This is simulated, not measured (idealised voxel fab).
The following process module bears the name voxel plated lines.
This is section cut - it's 240 nm across, gridded in 5 nm square cells.
Heads up, the way a cross-section reads in here is a grid of square cells, handed over as bands from the top down, with every band being one or more rows of cells. This entry defines a band. It first specifies the height of the band's top and the height of its bottom in nm, and then specifies the band's materials from left to right, stating each material with its width in nm. The word "all across" identifies a single material that fills the band from edge to edge, while the word "empty" identifies empty space. For the purposes of this specification, 0 denotes the height below which the wafer in its as-received condition is composed wholly of one material, and the lowermost band, lacking a lower limit, extends downward without end, as expressed in "z 0 and below". The width entry "30 to 40" should be interpreted row by row: the top row of cells in the band takes the first number, the bottom row takes the second number, and the change between adjacent rows is uniform throughout. No cell of the cross-section changed in a step that is given as "nothing got changed". "Closed void roster" specifies each empty space that is not open to the top and that occupies no fewer than 8 cells, using the form width x height at distance, the distance measured from the left edge and all three quantities in nm. Past the settings on a step's line: simulator remark, on that step. The "overlay nm" setting may appear on a step's line; for a step that uses a mask, it gives how far to the right of its planned position the mask lay, and a negative value indicates the left.
-- Planned step list for the process
1 RECEIVE: material Si
2 CONFORMAL_DEP: material SiO2, thk nm 5
3 DIRECTIONAL_DEP: material TiN, thk nm 5
4 PATTERN: tone open, mask id LINES, material resist, width nm 30, pitch nm 45, thk nm 35, overlay nm 0
5 EPI: material Ru, thk nm 10
6 EPI: material Ru, thk nm 10
7 EPI: material Ru, thk nm 10
8 STRIP: etch materials resist
9 DIRECTIONAL_ETCH: etch materials TiN, depth nm 5
10 CONFORMAL_DEP: material SiCN, thk nm 5
-- Cross-sectional view of the wafer in its as-received condition, corresponding to the state after step 1
  z 0 and below  Si all across
  Closed void roster: none
-- Looking at the first of two wafers in cross-section at end of module - ran to plan
  z 45 to 40  empty: 55 / SiCN: 40 / empty: 5 / SiCN: 40 / empty: 5 / SiCN: 40 / empty: 55
  z 40 to 10  empty: 55 / SiCN: 5 / Ru: 30 / SiCN: 5 / empty: 5 / SiCN: 5 / Ru: 30 / SiCN: 5 / empty: 5 / SiCN: 5 / Ru: 30 / SiCN: 5 / empty: 55
  z 10 to 5  SiCN: 60 / TiN: 30 / SiCN: 15 / TiN: 30 / SiCN: 15 / TiN: 30 / SiCN: 60
  z 5 to 0  SiO2 all across
  z 0 and below  Si all across
  Closed void roster: none
-- Here is the second of the two wafers cut open at the end of the module - same start, same plan as the first one, but we made one mistake running it
  z 45 to 40  empty: 60 / SiCN: 40 / empty: 5 / SiCN: 40 / empty: 5 / SiCN: 40 / empty: 50
  z 40 to 10  empty: 60 / SiCN: 5 / Ru: 30 / SiCN: 5 / empty: 5 / SiCN: 5 / Ru: 30 / SiCN: 5 / empty: 5 / SiCN: 5 / Ru: 30 / SiCN: 5 / empty: 50
  z 10 to 5  SiCN: 65 / TiN: 30 / SiCN: 15 / TiN: 30 / SiCN: 15 / TiN: 30 / SiCN: 55
  z 5 to 0  SiO2 all across
  z 0 and below  Si all across
  Closed void roster: none
Finding, execution versus plan: step 4 was not run as planned; what actually ran was PATTERN: tone open, mask id LINES, material resist, width nm 30, pitch nm 45, thk nm 35, overlay nm 5
At the end, each material covers as many cells on the second wafer as it does on the first, though the cells it covers are elsewhere.
